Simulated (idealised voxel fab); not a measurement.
Process module name: voxel capacitor over wiring
The cross-section shown here is cut; it is 215 nm wide and divided into square cells measuring 5 nm on a side.
Bands, listed from the top down, are how a cross-section gets written in this document; the cross-section itself is a grid of square cells, and a band is one or more rows of them. This entry defines a band. It first specifies the height of the band's top and the height of its bottom in nm, and then specifies the band's materials from left to right, stating each material with its width in nm. The word "all across" identifies a single material that fills the band from edge to edge, while the word "air" identifies empty space. Beneath 0, the wafer as received is one material, and that level is where height counting begins. The lowest band goes on downward without a bottom; it is written like "top 0, no bottom". A width given as "30..40" starts at the first number in the band's top row and ends at the second number in its bottom row, shifting by an equal amount at every step from row to row. Given "no alterations made" for a step, no cell of the cross-section differs between before and after that step. "Unvented cavities": empty spaces of 8 cells or more with no open way to the top, each given as width x height at distance, distance from the left edge, all in nm. If you see something after the settings on a step's line, that's the simulator's own remark about that step. overlay nm: right-of-plan distance of the mask on a masked step; negative values mean left-of-plan.
### Process steps - plan
1) RECEIVE,material Si
2) CONFORMAL_DEP,material SiO2,thk nm 15
3) DIRECTIONAL_DEP,material TiN,thk nm 5
4) DIRECTIONAL_DEP,material W,thk nm 20
5) MASKED_ETCH,tone cover,mask id METAL_1,width nm 20,pitch nm 90,etch materials W,depth nm 20,overlay nm 0
6) MASKED_ETCH,tone cover,mask id METAL_1,width nm 20,pitch nm 90,etch materials TiN,depth nm 5,overlay nm 0
7) FILL_DEP,material SiO2,thk nm 10
8) CMP,height nm 40
9) CONFORMAL_DEP,material SiCN,thk nm 5
10) DIRECTIONAL_DEP,material SiO2,thk nm 15
11) MASKED_ETCH,tone open,mask id PLUG_1,width nm 15,etch materials SiO2,depth nm 15,overlay nm 0
12) MASKED_ETCH,tone open,mask id PLUG_1,width nm 15,etch materials SiCN,depth nm 5,overlay nm 0
13) CONFORMAL_DEP,material TiN,thk nm 5
14) FILL_DEP,material Ru,thk nm 5
15) CMP,height nm 60
16) DIRECTIONAL_DEP,material TiN,thk nm 5
17) DIRECTIONAL_DEP,material HfO2,thk nm 5
18) DIRECTIONAL_DEP,material TiN,thk nm 5
19) PATTERN,tone cover,mask id UPPER_PLATE,material resist,width nm 75,thk nm 20,overlay nm 0
20) DIRECTIONAL_ETCH,etch materials TiN,depth nm 5
21) DIRECTIONAL_ETCH,etch materials HfO2,depth nm 5
22) STRIP,etch materials resist
23) MASKED_ETCH,tone cover,mask id LOWER_PLATE,width nm 85,etch materials TiN,depth nm 5,overlay nm 0
24) FILL_DEP,material SiO2,thk nm 15
25) CMP,height nm 85
26) MASKED_ETCH,tone open,mask id PLUG_2,width nm 15,etch materials SiO2,depth nm 10,overlay nm 0
27) CONFORMAL_DEP,material TiN,thk nm 5
28) FILL_DEP,material W,thk nm 10
29) CMP,height nm 85
30) CONFORMAL_DEP,material SiN,thk nm 5
### Wafer cross-section on receipt, i.e. after step 1
top 0, no bottom: Si all across
Unvented cavities: none
### Module complete - cross-section of the first of two wafers, run according to plan
top 90, bottom 85: SiN all across
top 85, bottom 80: 65 of SiO2 | 5 of TiN | 5 of W | 5 of TiN | 135 of SiO2
top 80, bottom 70: 65..55 of SiO2 | 15..75 of TiN | 135..85 of SiO2
top 70, bottom 65: 55 of SiO2 | 75 of HfO2 | 85 of SiO2
top 65, bottom 60: 50 of SiO2 | 85 of TiN | 80 of SiO2
top 60, bottom 45: 55 of SiO2 | 5 of TiN | 5 of Ru | 5 of TiN | 145 of SiO2
top 45, bottom 40: 55 of SiCN | 15 of TiN | 145 of SiCN
top 40, bottom 20: 50 of SiO2 | 20 of W | 70 of SiO2 | 20 of W | 55 of SiO2
top 20, bottom 15: 50 of SiO2 | 20 of TiN | 70 of SiO2 | 20 of TiN | 55 of SiO2
top 15, bottom 0: SiO2 all across
top 0, no bottom: Si all across
Unvented cavities: none
### Cross-sectional image of the second wafer of the two following completion of the module. Starting state and process plan were the same as for the first wafer; one execution error occurred
top 90, bottom 85: HfO2 all across
top 85, bottom 80: 65 of SiO2 | 5 of TiN | 5 of W | 5 of TiN | 135 of SiO2
top 80, bottom 70: 65..55 of SiO2 | 15..75 of TiN | 135..85 of SiO2
top 70, bottom 65: 55 of SiO2 | 75 of HfO2 | 85 of SiO2
top 65, bottom 60: 50 of SiO2 | 85 of TiN | 80 of SiO2
top 60, bottom 45: 55 of SiO2 | 5 of TiN | 5 of Ru | 5 of TiN | 145 of SiO2
top 45, bottom 40: 55 of SiCN | 15 of TiN | 145 of SiCN
top 40, bottom 20: 50 of SiO2 | 20 of W | 70 of SiO2 | 20 of W | 55 of SiO2
top 20, bottom 15: 50 of SiO2 | 20 of TiN | 70 of SiO2 | 20 of TiN | 55 of SiO2
top 15, bottom 0: SiO2 all across
top 0, no bottom: Si all across
Unvented cavities: none
Which mistake was made when the wafer was run? rather than as planned, step 30 actually ran as CONFORMAL_DEP,material HfO2,thk nm 5
Final difference in cells, second wafer against first, listed per material as more or fewer: 43 more of HfO2 | 43 fewer of SiN
